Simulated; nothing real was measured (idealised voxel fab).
Herein follows the process module entitled voxel wiring stack.
Cross-section cut: width 185 nm, square cells of 5 nm.
The cross-sections in this document take the form of a grid made of square cells. They are written out as bands, in order from top to bottom. Each band consists of one or more rows of cells.
Top height, bottom height, nm. Materials left to right, width each, nm. Single material + "everywhere" = fills band edge to edge. "blank" = empty.
Measure heights from 0. That's the level where, below it, the as-received wafer is all one material. The lowest band is bottomless and extends downward; write it as in "0 and below".
Read "30->40" as a graded width: first number on top, second number at the bottom, same change between each pair of neighbouring rows.
Step note "nothing got changed" = no cross-section cell changed.
Each empty space that has no open way to the top and spans at least 8 cells appears under "Internal closed voids" as width x height at distance, the distance counted from the left edge, all in nm.
The remark found on a step's line after its settings is issued by the simulator itself and pertains to that step.
overlay nm: right-of-plan distance of the mask on a masked step; negative values mean left-of-plan.

## Process steps (planned)
1,RECEIVE,material Si
2,CONFORMAL_DEP,material SiO2,thk nm 15
3,CONFORMAL_DEP,material SiCN,thk nm 5
4,DIRECTIONAL_DEP,material SiO2,thk nm 20
5,MASKED_ETCH,tone open,mask id METAL_1,width nm 30,pitch nm 60,etch materials SiO2,depth nm 20,overlay nm 0
6,MASKED_ETCH,tone open,mask id METAL_1,width nm 30,pitch nm 60,etch materials SiCN,depth nm 5,overlay nm 0
7,CONFORMAL_DEP,material TiN,thk nm 5
8,FILL_DEP,material Ru,thk nm 10
9,CMP,height nm 40
10,CONFORMAL_DEP,material SiCN,thk nm 5
11,DIRECTIONAL_DEP,material SiO2,thk nm 25
12,PATTERN,tone open,mask id METAL_2,material resist,width nm 30,pitch nm 60,thk nm 15,overlay nm 0
13,DIRECTIONAL_ETCH,etch materials SiO2,depth nm 15
14,STRIP,etch materials resist
15,MASKED_ETCH,tone open,mask id METAL_2_HOLES,width nm 15,pitch nm 60,etch materials SiO2,depth nm 10,overlay nm 0
16,MASKED_ETCH,tone open,mask id METAL_2_HOLES,width nm 15,pitch nm 60,etch materials SiCN,depth nm 5,overlay nm 0
17,CONFORMAL_DEP,material TiN,thk nm 5
18,FILL_DEP,material Cu,thk nm 10
19,CMP,height nm 70
20,CONFORMAL_DEP,material SiCN,thk nm 5
21,DIRECTIONAL_DEP,material SiO2,thk nm 35
22,MASKED_ETCH,tone open,mask id METAL_3_HOLES,width nm 15,pitch nm 120,etch materials SiO2,depth nm 35,overlay nm 0
23,MASKED_ETCH,tone open,mask id METAL_3,width nm 30,pitch nm 60,etch materials SiO2,depth nm 20,overlay nm 0
24,MASKED_ETCH,tone open,mask id METAL_3,width nm 30,pitch nm 60,etch materials SiCN,depth nm 5,overlay nm 0
25,CONFORMAL_DEP,material TiN,thk nm 5
26,FILL_DEP,material Ru,thk nm 5
27,CMP,height nm 110
28,CONFORMAL_DEP,material SiCN,thk nm 5

## Cross-section of the wafer as it came to us, i.e., already through step 1
    0 and below: Si everywhere
    Internal closed voids: none

## Cross-sectional view of the first of the two wafers upon completion of the module, processed in accordance with the plan
    115 down to 110: SiCN everywhere
    110 down to 95: 15 SiO2 | 5 TiN | 20 Ru | 5 TiN | 30 SiO2 | 5 TiN | 20 Ru | 5 TiN | 30 SiO2 | 5 TiN | 20 Ru | 5 TiN | 20 SiO2
    95 down to 90: 15 SiO2 | 5 TiN | 5 Ru | 20 TiN | 30 SiO2 | 30 TiN | 30 SiO2 | 5 TiN | 5 Ru | 20 TiN | 20 SiO2
    90 down to 75: 15 SiO2 | 5 TiN | 5 Ru | 5 TiN | 105 SiO2 | 5 TiN | 5 Ru | 5 TiN | 35 SiO2
    75 down to 70: 15 SiCN | 15 TiN | 105 SiCN | 15 TiN | 35 SiCN
    70 down to 60: 15 SiO2 | 5 TiN | 20 Cu | 5 TiN | 30 SiO2 | 5 TiN | 20 Cu | 5 TiN | 30 SiO2 | 5 TiN | 20 Cu | 5 TiN | 20 SiO2
    60 down to 55: 15 SiO2 | 5 TiN | 5 Cu | 20 TiN | 30 SiO2 | 5 TiN | 5 Cu | 20 TiN | 30 SiO2 | 5 TiN | 5 Cu | 20 TiN | 20 SiO2
    55 down to 45: 15 SiO2 | 5 TiN | 5 Cu | 5 TiN | 45 SiO2 | 5 TiN | 5 Cu | 5 TiN | 45 SiO2 | 5 TiN | 5 Cu | 5 TiN | 35 SiO2
    45 down to 40: 15 SiCN | 15 TiN | 45 SiCN | 15 TiN | 45 SiCN | 15 TiN | 35 SiCN
    40 down to 20: 15 SiO2 | 5 TiN | 20 Ru | 5 TiN | 30 SiO2 | 5 TiN | 20 Ru | 5 TiN | 30 SiO2 | 5 TiN | 20 Ru | 5 TiN | 20 SiO2
    20 down to 15: 15 SiCN | 30 TiN | 30 SiCN | 30 TiN | 30 SiCN | 30 TiN | 20 SiCN
    15 down to 0: SiO2 everywhere
    0 and below: Si everywhere
    Internal closed voids: none

## Here is the second of the two wafers cut open at the end of the module - same start, same plan as the first one, but we made one mistake running it
    115 down to 110: SiCN everywhere
    110 down to 95: 15 SiO2 | 5 TiN | 20 Ru | 5 TiN | 30 SiO2 | 5 TiN | 20 Ru | 5 TiN | 30 SiO2 | 5 TiN | 20 Ru | 5 TiN | 20 SiO2
    95 down to 90: 15 SiO2 | 5 TiN | 5 Ru | 20 TiN | 30 SiO2 | 30 TiN | 30 SiO2 | 5 TiN | 5 Ru | 20 TiN | 20 SiO2
    90 down to 75: 15 SiO2 | 5 TiN | 5 Ru | 5 TiN | 105 SiO2 | 5 TiN | 5 Ru | 5 TiN | 35 SiO2
    75 down to 70: 15 SiCN | 15 TiN | 105 SiCN | 15 TiN | 35 SiCN
    70 down to 60: 15 SiO2 | 5 TiN | 20 Cu | 5 TiN | 30 SiO2 | 5 TiN | 20 Cu | 5 TiN | 30 SiO2 | 5 TiN | 20 Cu | 5 TiN | 20 SiO2
    60 down to 50: 15 SiO2 | 5 TiN | 5 Cu | 20->5 TiN | 30->45 SiO2 | 5 TiN | 5 Cu | 20->5 TiN | 30->45 SiO2 | 5 TiN | 5 Cu | 20->5 TiN | 20->35 SiO2
    50 down to 45: 15 SiO2 | 15 TiN | 45 SiO2 | 15 TiN | 45 SiO2 | 15 TiN | 35 SiO2
    45 down to 40: 25 SiCN | 5 TiN | 55 SiCN | 5 TiN | 55 SiCN | 5 TiN | 35 SiCN
    40 down to 20: 15 SiO2 | 5 TiN | 20 Ru | 5 TiN | 30 SiO2 | 5 TiN | 20 Ru | 5 TiN | 30 SiO2 | 5 TiN | 20 Ru | 5 TiN | 20 SiO2
    20 down to 15: 15 SiCN | 30 TiN | 30 SiCN | 30 TiN | 30 SiCN | 30 TiN | 20 SiCN
    15 down to 0: SiO2 everywhere
    0 and below: Si everywhere
    Internal closed voids: none
Deviation from plan: step 16 did not use the planned setting and instead ran as MASKED_ETCH,tone open,mask id METAL_2_HOLES,width nm 15,pitch nm 60,etch materials SiCN,depth nm 5,overlay nm 10
FYI, end of process, the second wafer has more or fewer cells of some materials than the first: -3 Cu, +6 SiCN, -3 TiN
